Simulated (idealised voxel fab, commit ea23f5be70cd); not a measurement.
process module | voxel self aligned vias
cross-section cut | 245 nm wide | cells 5 nm
A cross-section is a grid of square cells, given in bands from the top down. A band is one or more rows of cells.
Each band's line starts with the height of the band's top and of its bottom, in nm. Then come its materials from left to right, each with its width in nm. One material with "throughout" fills the band from edge to edge. "air" is empty space.
Height 0 is the level under which the wafer as received is all one material. The lowest band goes on downwards, as in "0 down".
A width such as "30 to 40" changes by the same amount from each row of cells to the next, from the band's top row to its bottom row.
"no change" after a step means that no cell of the cross-section changed.
closed voids: empty space of 8 cells or more with no open way to the top, each as width x height at its distance from the left edge, in nm
after a step's settings: what the simulator itself notes on the step
overlay nm, on a step with a mask: how far to the right of its planned place the mask lay; to the left if negative
plan
1 op RECEIVE | material Si
2 op CONFORMAL_DEP | material SiO2 | thk nm 10
3 op CONFORMAL_DEP | material SiCN | thk nm 5
4 op DIRECTIONAL_DEP | material lowk | thk nm 30
5 op MASKED_ETCH | tone open | mask id LINES | width nm 25 | pitch nm 50 | etch materials lowk | depth nm 30 | overlay nm 0
6 op CONFORMAL_DEP | material TiN | thk nm 5
7 op FILL_DEP | material Ru | thk nm 5
8 op CMP | height nm 45
9 op SELECTIVE_ETCH | etch materials W Ru TiN | depth nm 5
10 op FILL_DEP | material SiN | thk nm 10
11 op CMP | height nm 45
12 op DIRECTIONAL_DEP | material lowk | thk nm 20
13 op DIRECTIONAL_DEP | material aC | thk nm 10
14 op PATTERN | tone open | mask id VIAS | material resist | width nm 35 | pitch nm 50 | thk nm 25 | overlay nm 0
15 op DIRECTIONAL_ETCH | etch materials aC | depth nm 10
16 op STRIP | etch materials resist
17 op DIRECTIONAL_ETCH | etch materials lowk | depth nm 20
18 op DIRECTIONAL_ETCH | etch materials SiN | depth nm 5
19 op STRIP | etch materials aC
20 op CONFORMAL_DEP | material TiN | thk nm 5
21 op FILL_DEP | material Ru | thk nm 10
22 op CMP | height nm 65
23 op CONFORMAL_DEP | material SiCN | thk nm 5
first wafer, as planned
as received, after step 1
  0 down: Si throughout
  closed voids: none
after step 2
  10 to 0: SiO2 throughout
  below 0: unchanged
after step 3
  15 to 10: SiCN throughout
  below 10: unchanged
after step 4
  45 to 15: lowk throughout
  below 15: unchanged
after step 5
  45 to 15: lowk 85 | air 25 | lowk 25 | air 25 | lowk 85
  below 15: unchanged
after step 6
  50 to 45: TiN 90 | air 15 | TiN 35 | air 15 | TiN 90
  45 to 20: lowk 85 | TiN 5 | air 15 | TiN 5 | lowk 25 | TiN 5 | air 15 | TiN 5 | lowk 85
  20 to 15: lowk 85 | TiN 25 | lowk 25 | TiN 25 | lowk 85
  below 15: unchanged
after step 7
  55 to 50: Ru throughout
  50 to 45: TiN 90 | Ru 15 | TiN 35 | Ru 15 | TiN 90
  45 to 20: lowk 85 | TiN 5 | Ru 15 | TiN 5 | lowk 25 | TiN 5 | Ru 15 | TiN 5 | lowk 85
  below 20: unchanged
after step 8
  45 to 20: lowk 85 | TiN 5 | Ru 15 | TiN 5 | lowk 25 | TiN 5 | Ru 15 | TiN 5 | lowk 85
  below 20: unchanged
after step 9
  45 to 40: lowk 85 | air 25 | lowk 25 | air 25 | lowk 85
  below 40: unchanged
after step 10
  55 to 45: SiN throughout
  45 to 40: lowk 85 | SiN 25 | lowk 25 | SiN 25 | lowk 85
  below 40: unchanged
after step 11
  45 to 40: lowk 85 | SiN 25 | lowk 25 | SiN 25 | lowk 85
  below 40: unchanged
after step 12
  65 to 45: lowk throughout
  below 45: unchanged
after step 13
  75 to 65: aC throughout
  below 65: unchanged
after step 14
  100 to 75: resist 80 | air 35 | resist 15 | air 35 | resist 80
  below 75: unchanged
after step 15
  90 to 75: resist 80 | air 35 | resist 15 | air 35 | resist 80
  75 to 65: aC 80 | air 35 | aC 15 | air 35 | aC 80
  below 65: unchanged
after step 16
  75 to 65: aC 80 | air 35 | aC 15 | air 35 | aC 80
  below 65: unchanged
after step 17
  75 to 65: aC 80 | air 35 | aC 15 | air 35 | aC 80
  65 to 45: lowk 80 | air 35 | lowk 15 | air 35 | lowk 80
  below 45: unchanged
after step 18
  75 to 65: aC 80 | air 35 | aC 15 | air 35 | aC 80
  65 to 45: lowk 80 | air 35 | lowk 15 | air 35 | lowk 80
  45 to 40: lowk 85 | air 25 | lowk 25 | air 25 | lowk 85
  below 40: unchanged
after step 19
  65 to 45: lowk 80 | air 35 | lowk 15 | air 35 | lowk 80
  below 45: unchanged
after step 20
  70 to 65: TiN 85 | air 25 | TiN 25 | air 25 | TiN 85
  65 to 50: lowk 80 | TiN 5 | air 25 | TiN 5 | lowk 15 | TiN 5 | air 25 | TiN 5 | lowk 80
  50 to 45: lowk 80 | TiN 10 | air 15 | TiN 10 | lowk 15 | TiN 10 | air 15 | TiN 10 | lowk 80
  45 to 40: lowk 85 | TiN 25 | lowk 25 | TiN 25 | lowk 85
  below 40: unchanged
after step 21
  80 to 70: Ru throughout
  70 to 65: TiN 85 | Ru 25 | TiN 25 | Ru 25 | TiN 85
  65 to 50: lowk 80 | TiN 5 | Ru 25 | TiN 5 | lowk 15 | TiN 5 | Ru 25 | TiN 5 | lowk 80
  50 to 45: lowk 80 | TiN 10 | Ru 15 | TiN 10 | lowk 15 | TiN 10 | Ru 15 | TiN 10 | lowk 80
  below 45: unchanged
after step 22
  65 to 50: lowk 80 | TiN 5 | Ru 25 | TiN 5 | lowk 15 | TiN 5 | Ru 25 | TiN 5 | lowk 80
  below 50: unchanged
after step 23
  70 to 65: SiCN throughout
  below 65: unchanged
second wafer: like start, like plan, one mistake. Through step 13 it matches the first wafer
when step 14 should have ended
  100 to 75: resist 85 | air 25 | resist 25 | air 25 | resist 85
  below 75: unchanged
when step 15 should have ended
  90 to 75: resist 85 | air 25 | resist 25 | air 25 | resist 85
  75 to 65: aC 85 | air 25 | aC 25 | air 25 | aC 85
  below 65: unchanged
when step 16 should have ended
  75 to 65: aC 85 | air 25 | aC 25 | air 25 | aC 85
  below 65: unchanged
when step 17 should have ended
  75 to 65: aC 85 | air 25 | aC 25 | air 25 | aC 85
  65 to 45: lowk 85 | air 25 | lowk 25 | air 25 | lowk 85
  below 45: unchanged
when step 18 should have ended
  75 to 65: aC 85 | air 25 | aC 25 | air 25 | aC 85
  65 to 40: lowk 85 | air 25 | lowk 25 | air 25 | lowk 85
  below 40: unchanged
when step 19 should have ended
  65 to 40: lowk 85 | air 25 | lowk 25 | air 25 | lowk 85
  below 40: unchanged
when step 20 should have ended
  70 to 65: TiN 90 | air 15 | TiN 35 | air 15 | TiN 90
  65 to 45: lowk 85 | TiN 5 | air 15 | TiN 5 | lowk 25 | TiN 5 | air 15 | TiN 5 | lowk 85
  45 to 40: lowk 85 | TiN 25 | lowk 25 | TiN 25 | lowk 85
  below 40: unchanged
when step 21 should have ended
  80 to 70: Ru throughout
  70 to 65: TiN 90 | Ru 15 | TiN 35 | Ru 15 | TiN 90
  65 to 45: lowk 85 | TiN 5 | Ru 15 | TiN 5 | lowk 25 | TiN 5 | Ru 15 | TiN 5 | lowk 85
  below 45: unchanged
when step 22 should have ended
  65 to 45: lowk 85 | TiN 5 | Ru 15 | TiN 5 | lowk 25 | TiN 5 | Ru 15 | TiN 5 | lowk 85
  below 45: unchanged
when step 23 should have ended
  70 to 65: SiCN throughout
  below 65: unchanged
what went wrong: step 14 ran as: op PATTERN | tone open | mask id VIAS | material resist | width nm 25 | pitch nm 50 | thk nm 25 | overlay nm 0
at the end the second wafer has, in cells: 12 fewer of Ru | 4 fewer of TiN | 16 more of lowk
